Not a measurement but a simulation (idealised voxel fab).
This is a process module. Its name is voxel air gaps.
Cross-section cut: width 155 nm, square cells of 5 nm.
When this document writes out a cross-section, it uses a grid of square cells and lists it as bands, beginning at the top and moving down, with a band standing for one or more rows of cells. The band entry comprises the height of the band's top followed by the height of its bottom, expressed in nm, and subsequently the band's materials from left to right, each stated together with its width in nm. Where a single material is marked with the word "edge to edge", that material fills the band from edge to edge. The word "air" represents empty space. All heights in this document are referenced to 0, defined as the level beneath which the wafer, as received, consists entirely of one material. The lowest band is not bounded below; it extends indefinitely downward and is written in the form "0 nm and below". Width spec "30->40" -> top row of cells at first value, bottom row at second value, equal per-row change in between. Basically "remained the same" means that step didn't change any cell in the cross-section. "Tabulated closed voids" means: voids of 8 cells or more that are shut off from the top with no open way through. Written width x height at distance, distance from the left edge, in nm. On each step's line, the part that comes after the settings is the simulator's own comment on the step. On any step carrying a mask, the "overlay nm" setting, if present on the step's line, tells how far right of its planned place the mask lay; negative values point to the left.

## Here's what the planned process steps look like
1,RECEIVE: material Si
2,CONFORMAL_DEP: material SiO2, thk nm 10
3,CONFORMAL_DEP: material SiCN, thk nm 5
4,DIRECTIONAL_DEP: material lowk, thk nm 30
5,DIRECTIONAL_DEP: material aC, thk nm 10
6,PATTERN: tone open, mask id LINES, material resist, width nm 20, pitch nm 45, thk nm 25, overlay nm 0
7,DIRECTIONAL_ETCH: etch materials aC, depth nm 10
8,STRIP: etch materials resist
9,DIRECTIONAL_ETCH: etch materials lowk, depth nm 30
10,STRIP: etch materials aC
11,CONFORMAL_DEP: material TiN, thk nm 5
12,FILL_DEP: material Cu, thk nm 5
13,CMP: height nm 45
14,EPI: material Ru, thk nm 10
15,SELECTIVE_ETCH: etch materials lowk, depth nm 40
16,CONFORMAL_DEP: material SiCN, thk nm 5

## This is the cross-section of the wafer as we received it, i.e. after step 1
> 0 nm and below: Si edge to edge
> Tabulated closed voids: none

## End-of-module cross-section of the first of two wafers, processed as planned
> 60 nm to 55 nm: air 5, then SiCN 140, then air 10
> 55 nm to 45 nm: air 5, then SiCN 5, then Ru 40, then SiCN 5, then Ru 40, then SiCN 5, then Ru 40, then SiCN 5, then air 10
> 45 nm to 40 nm: air 5, then SiCN 15, then TiN 5, then Cu 10, then TiN 5, then SiCN 25, then TiN 5, then Cu 10, then TiN 5, then SiCN 25, then TiN 5, then Cu 10, then TiN 5, then SiCN 15, then air 10
> 40 nm to 20 nm: air 15, then SiCN 5, then TiN 5, then Cu 10, then TiN 5, then SiCN 5, then air 15, then SiCN 5, then TiN 5, then Cu 10, then TiN 5, then SiCN 5, then air 15, then SiCN 5, then TiN 5, then Cu 10, then TiN 5, then SiCN 5, then air 20
> 20 nm to 15 nm: SiCN 20, then TiN 20, then SiCN 25, then TiN 20, then SiCN 25, then TiN 20, then SiCN 25
> 15 nm to 10 nm: SiCN edge to edge
> 10 nm to 0 nm: SiO2 edge to edge
> 0 nm and below: Si edge to edge
> Tabulated closed voids: 15 x 20 at 45; 15 x 20 at 90

## This cross-section belongs to the second wafer of two at the end of the module; the start and the plan were shared with the first, and the run included one mistake
> 60 nm to 55 nm: SiCN edge to edge
> 55 nm to 45 nm: Ru edge to edge
> 45 nm to 40 nm: Cu edge to edge
> 40 nm to 35 nm: TiN 25, then Cu 10, then TiN 35, then Cu 10, then TiN 35, then Cu 10, then TiN 30
> 35 nm to 10 nm: lowk 20, then TiN 5, then Cu 10, then TiN 5, then lowk 25, then TiN 5, then Cu 10, then TiN 5, then lowk 25, then TiN 5, then Cu 10, then TiN 5, then lowk 25
> 10 nm to 5 nm: lowk 20, then TiN 20, then lowk 25, then TiN 20, then lowk 25, then TiN 20, then lowk 25
> 5 nm to 0 nm: SiCN edge to edge
> 0 nm and below: Si edge to edge
> Tabulated closed voids: none
What was the processing mistake? step 2 of the plan was omitted and not executed
Heads up, by the end the second wafer has more or fewer cells of some materials compared to the first: Cu +37 | Ru +14 | SiCN -64 | SiO2 -62 | TiN +25 | lowk +114
At process end, closed voids number 2 in the first wafer and 0 in the second wafer.
